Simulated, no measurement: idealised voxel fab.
process module | voxel fin reveal
cross-section cut | 215 nm wide | cells 5 nm
A cross-section is a grid of square cells, given in bands from the top down. A band is one or more rows of cells.
Each band's line starts with the height of the band's top and of its bottom, in nm. Then come its materials from left to right, each with its width in nm. One material with "throughout" fills the band from edge to edge. "air" is empty space.
Height 0 is the level under which the wafer as received is all one material. The lowest band goes on downwards, as in "0 down".
A width such as "30 to 40" changes by the same amount from each row of cells to the next, from the band's top row to its bottom row.
"no change" after a step means that no cell of the cross-section changed.
closed voids: empty space of 8 cells or more with no open way to the top, each as width x height at its distance from the left edge, in nm
after a step's settings: what the simulator itself notes on the step
overlay nm, on a step with a mask: how far to the right of its planned place the mask lay; to the left if negative
plan
1 op RECEIVE | material Si
2 op CONFORMAL_DEP | material SiN | thk nm 5
3 op PATTERN | tone cover | mask id FINS | material resist | width nm 15 | pitch nm 45 | thk nm 15 | overlay nm 0
4 op DIRECTIONAL_ETCH | etch materials SiN | depth nm 5
5 op DIRECTIONAL_ETCH | etch materials Si | depth nm 30
6 op STRIP | etch materials resist
7 op FILL_DEP | material SiO2 | thk nm 10
8 op CMP | height nm 5
9 op SELECTIVE_ETCH | etch materials SiO2 | depth nm 20
10 op STRIP | etch materials SiN
first wafer, as planned
as received, after step 1
  0 down: Si throughout
  closed voids: none
after step 2
  5 to 0: SiN throughout
  below 0: unchanged
after step 3
  20 to 5: air 75 | resist 15 | air 30 | resist 15 | air 80
  below 5: unchanged
after step 4
  20 to 5: air 75 | resist 15 | air 30 | resist 15 | air 80
  5 to 0: air 75 | SiN 15 | air 30 | SiN 15 | air 80
  below 0: unchanged
after step 5
  20 to 5: air 75 | resist 15 | air 30 | resist 15 | air 80
  5 to 0: air 75 | SiN 15 | air 30 | SiN 15 | air 80
  0 to -30: air 75 | Si 15 | air 30 | Si 15 | air 80
  below -30: unchanged
after step 6
  5 to 0: air 75 | SiN 15 | air 30 | SiN 15 | air 80
  below 0: unchanged
after step 7
  15 to 5: SiO2 throughout
  5 to 0: SiO2 75 | SiN 15 | SiO2 30 | SiN 15 | SiO2 80
  0 to -30: SiO2 75 | Si 15 | SiO2 30 | Si 15 | SiO2 80
  below -30: unchanged
after step 8
  5 to 0: SiO2 75 | SiN 15 | SiO2 30 | SiN 15 | SiO2 80
  below 0: unchanged
after step 9
  5 to 0: air 75 | SiN 15 | air 30 | SiN 15 | air 80
  0 to -15: air 75 | Si 15 | air 30 | Si 15 | air 80
  below -15: unchanged
after step 10
  0 to -15: air 75 | Si 15 | air 30 | Si 15 | air 80
  below -15: unchanged
second wafer: like start, like plan, one mistake. Through step 2 it matches the first wafer
when step 3 should have ended
  20 to 5: resist 75 | air 15 | resist 30 | air 15 | resist 80
  below 5: unchanged
when step 4 should have ended
  20 to 5: resist 75 | air 15 | resist 30 | air 15 | resist 80
  5 to 0: SiN 75 | air 15 | SiN 30 | air 15 | SiN 80
  below 0: unchanged
when step 5 should have ended
  20 to 5: resist 75 | air 15 | resist 30 | air 15 | resist 80
  5 to 0: SiN 75 | air 15 | SiN 30 | air 15 | SiN 80
  0 to -30: Si 75 | air 15 | Si 30 | air 15 | Si 80
  below -30: unchanged
when step 6 should have ended
  5 to 0: SiN 75 | air 15 | SiN 30 | air 15 | SiN 80
  below 0: unchanged
when step 7 should have ended
  15 to 5: SiO2 throughout
  5 to 0: SiN 75 | SiO2 15 | SiN 30 | SiO2 15 | SiN 80
  0 to -30: Si 75 | SiO2 15 | Si 30 | SiO2 15 | Si 80
  below -30: unchanged
when step 8 should have ended
  5 to 0: SiN 75 | SiO2 15 | SiN 30 | SiO2 15 | SiN 80
  below 0: unchanged
when step 9 should have ended
  5 to 0: SiN 75 | air 15 | SiN 30 | air 15 | SiN 80
  0 to -15: Si 75 | air 15 | Si 30 | air 15 | Si 80
  below -15: unchanged
when step 10 should have ended
  0 to -15: Si 75 | air 15 | Si 30 | air 15 | Si 80
  below -15: unchanged
what went wrong: step 3 ran as: op PATTERN | tone open | mask id FINS | material resist | width nm 15 | pitch nm 45 | thk nm 15 | overlay nm 0
at the end the second wafer has, in cells: 186 more of Si | 93 fewer of SiO2
